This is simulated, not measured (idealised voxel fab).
process module | voxel transistor to metal
cross-section cut | 160 nm wide | cells 5 nm
A cross-section is a grid of square cells, given in bands from the top down. A band is one or more rows of cells.
Each band's line starts with the height of the band's top and of its bottom, in nm. Then come its materials from left to right, each with its width in nm. One material with "throughout" fills the band from edge to edge. "air" is empty space.
Height 0 is the level under which the wafer as received is all one material. The lowest band goes on downwards, as in "0 down".
A width such as "30 to 40" changes by the same amount from each row of cells to the next, from the band's top row to its bottom row.
"no change" after a step means that no cell of the cross-section changed.
closed voids: empty space of 8 cells or more with no open way to the top, each as width x height at its distance from the left edge, in nm
after a step's settings: what the simulator itself notes on the step
overlay nm, on a step with a mask: how far to the right of its planned place the mask lay; to the left if negative
plan
1 op RECEIVE | material Si
2 op OXIDIZE | depth nm 5
3 op CONFORMAL_DEP | material SiN | thk nm 15
4 op PATTERN | tone cover | mask id ACTIVE | material resist | width nm 120 | thk nm 15 | overlay nm 0
5 op DIRECTIONAL_ETCH | etch materials SiN | depth nm 15
6 op DIRECTIONAL_ETCH | etch materials SiO2 | depth nm 5
7 op DIRECTIONAL_ETCH | etch materials Si | depth nm 35
8 op STRIP | etch materials resist
9 op OXIDIZE | depth nm 5
10 op FILL_DEP | material SiO2 | thk nm 5
11 op CMP | height nm 15
12 op SELECTIVE_ETCH | etch materials SiO2 | depth nm 5
13 op STRIP | etch materials SiN
14 op SELECTIVE_ETCH | etch materials SiO2 | depth nm 5
15 op OXIDIZE | depth nm 5
16 op DIRECTIONAL_DEP | material polySi | thk nm 20
17 op DIRECTIONAL_DEP | material SiCN | thk nm 10
18 op MASKED_ETCH | tone cover | mask id GATE | width nm 30 | etch materials SiCN | depth nm 20 | overlay nm 0
19 op MASKED_ETCH | tone cover | mask id GATE | width nm 30 | etch materials polySi | depth nm 30 | overlay nm 0
20 op CONFORMAL_DEP | material SiO2 | thk nm 5
21 op DIRECTIONAL_ETCH | etch materials SiO2 | depth nm 5
22 op CONFORMAL_DEP | material SiN | thk nm 5
23 op DIRECTIONAL_ETCH | etch materials SiN | depth nm 5
24 op DIRECTIONAL_ETCH | etch materials SiO2 | depth nm 5
25 op DIRECTIONAL_ETCH | etch materials Si | depth nm 15
26 op EPI | material SiGe | thk nm 20
27 op FILL_DEP | material SiO2 | thk nm 10
28 op CMP | height nm 15
29 op STRIP | etch materials polySi
30 op SELECTIVE_ETCH | etch materials SiO2 | depth nm 5
31 op CONFORMAL_DEP | material HfO2 | thk nm 5
32 op CONFORMAL_DEP | material TiN | thk nm 5
33 op FILL_DEP | material W | thk nm 10
34 op CMP | height nm 10
35 op DIRECTIONAL_DEP | material SiO2 | thk nm 10
36 op PATTERN | tone open | mask id CONTACT | material resist | width nm 20 | pitch nm 90 | thk nm 15 | overlay nm 0
37 op DIRECTIONAL_ETCH | etch materials SiO2 | depth nm 25
38 op STRIP | etch materials resist
39 op CONFORMAL_DEP | material TiN | thk nm 5
40 op FILL_DEP | material W | thk nm 5
41 op CMP | height nm 20
42 op DIRECTIONAL_DEP | material TiN | thk nm 5
43 op DIRECTIONAL_DEP | material W | thk nm 20
44 op PATTERN | tone cover | mask id METAL_1 | material resist | width nm 20 | pitch nm 90 | thk nm 20 | overlay nm 0
45 op DIRECTIONAL_ETCH | etch materials W | depth nm 20
46 op DIRECTIONAL_ETCH | etch materials TiN | depth nm 5
47 op STRIP | etch materials resist
48 op CONFORMAL_DEP | material SiN | thk nm 5
49 op FILL_DEP | material SiO2 | thk nm 10
50 op CMP | height nm 45
51 op CONFORMAL_DEP | material SiCN | thk nm 5
52 op DIRECTIONAL_DEP | material SiO2 | thk nm 35
53 op PATTERN | tone open | mask id METAL_2_HOLES | material resist | width nm 15 | pitch nm 90 | thk nm 20 | overlay nm 0
54 op DIRECTIONAL_ETCH | etch materials SiO2 | depth nm 35
55 op STRIP | etch materials resist
56 op PATTERN | tone open | mask id METAL_2 | material resist | width nm 20 | pitch nm 90 | thk nm 15 | overlay nm 0
57 op DIRECTIONAL_ETCH | etch materials SiO2 | depth nm 20
58 op DIRECTIONAL_ETCH | etch materials SiCN | depth nm 5
59 op STRIP | etch materials resist
60 op CONFORMAL_DEP | material TiN | thk nm 5
61 op FILL_DEP | material Cu | thk nm 10
62 op CMP | height nm 85
63 op CONFORMAL_DEP | material SiCN | thk nm 5
as received, after step 1
  0 down: Si throughout
  closed voids: none
first wafer at the end, as planned
  90 to 85: SiCN throughout
  85 to 70: SiO2 25 | TiN 5 | Cu 10 | TiN 5 | SiO2 70 | TiN 5 | Cu 10 | TiN 5 | SiO2 25
  70 to 65: SiO2 25 | TiN 5 | Cu 5 | TiN 10 | SiO2 70 | TiN 5 | Cu 5 | TiN 10 | SiO2 25
  65 to 50: SiO2 25 | TiN 5 | Cu 5 | TiN 5 | SiO2 75 | TiN 5 | Cu 5 | TiN 5 | SiO2 30
  50 to 45: SiCN 25 | TiN 15 | SiCN 75 | TiN 15 | SiCN 30
  45 to 25: SiO2 20 | SiN 5 | W 20 | SiN 5 | SiO2 60 | SiN 5 | W 20 | SiN 5 | SiO2 20
  25 to 20: SiN 25 | TiN 20 | SiN 70 | TiN 20 | SiN 25
  20 to 15: SiO2 25 | TiN 5 | W 10 | TiN 5 | SiO2 70 | TiN 5 | W 10 | TiN 5 | SiO2 25
  15 to 10: SiO2 25 | TiN 20 | SiO2 70 | TiN 20 | SiO2 25
  10 to 5: SiO2 25 | TiN 10 | SiGe 20 | SiN 5 | HfO2 5 | TiN 5 | W 20 | TiN 5 | HfO2 5 | SiN 5 | SiGe 20 | TiN 10 | SiO2 25
  5 to 0: SiO2 20 | SiN 5 | TiN 10 | SiGe 20 | SiN 5 | HfO2 5 | TiN 5 | W 20 | TiN 5 | HfO2 5 | SiN 5 | SiGe 20 | TiN 10 | SiN 5 | SiO2 20
  0 to -5: SiO2 20 | SiN 5 | TiN 10 | SiGe 20 | SiN 5 | HfO2 5 | TiN 30 | HfO2 5 | SiN 5 | SiGe 20 | TiN 10 | SiN 5 | SiO2 20
  -5 to -10: SiO2 25 | SiGe 30 | SiO2 5 | HfO2 40 | SiO2 5 | SiGe 30 | SiO2 25
  -10 to -25: SiO2 25 | SiGe 30 | Si 50 | SiGe 30 | SiO2 25
  -25 to -45: SiO2 25 | Si 110 | SiO2 25
  -45 down: Si throughout
  closed voids: none
second wafer at the end: like start, like plan, one mistake
  90 to 85: SiCN throughout
  85 to 70: SiO2 25 | TiN 5 | Cu 10 | TiN 5 | SiO2 70 | TiN 5 | Cu 10 | TiN 5 | SiO2 25
  70 to 65: SiO2 25 | TiN 5 | Cu 5 | TiN 10 | SiO2 70 | TiN 5 | Cu 5 | TiN 10 | SiO2 25
  65 to 50: SiO2 25 | TiN 5 | Cu 5 | TiN 5 | SiO2 75 | TiN 5 | Cu 5 | TiN 5 | SiO2 30
  50 to 45: SiCN 25 | TiN 15 | SiCN 75 | TiN 15 | SiCN 30
  45 to 25: SiO2 20 | SiN 5 | W 20 | SiN 5 | SiO2 60 | SiN 5 | W 20 | SiN 5 | SiO2 20
  25 to 20: SiN 25 | TiN 20 | SiN 70 | TiN 20 | SiN 25
  20 to 10: SiO2 25 | TiN 5 | W 10 | TiN 5 | SiO2 70 | TiN 5 | W 10 | TiN 5 | SiO2 25
  10 to 5: SiO2 25 | TiN 5 | W 10 | TiN 5 | SiO2 10 | SiN 5 | HfO2 5 | TiN 30 | HfO2 5 | SiN 5 | SiO2 10 | TiN 5 | W 10 | TiN 5 | SiO2 25
  5 to 0: SiO2 15 | SiN 5 | SiO2 5 | TiN 5 | W 10 | TiN 5 | SiO2 15 | HfO2 40 | SiO2 15 | TiN 5 | W 10 | TiN 5 | SiO2 5 | SiN 5 | SiO2 15
  0 to -5: SiO2 15 | SiN 5 | SiO2 5 | TiN 20 | SiO2 70 | TiN 20 | SiO2 5 | SiN 5 | SiO2 15
  -5 to -25: SiGe 15 | SiO2 130 | SiGe 15
  -25 to -45: Si 15 | SiO2 130 | Si 15
  -45 down: Si throughout
  closed voids: none
what went wrong: step 4 ran as: op PATTERN | tone open | mask id ACTIVE | material resist | width nm 120 | thk nm 15 | overlay nm 0
at the end the second wafer has, in cells: 4 fewer of HfO2 | 94 fewer of Si | 48 fewer of SiGe | 4 fewer of SiN | 150 more of SiO2 | 4 fewer of TiN | 4 more of W
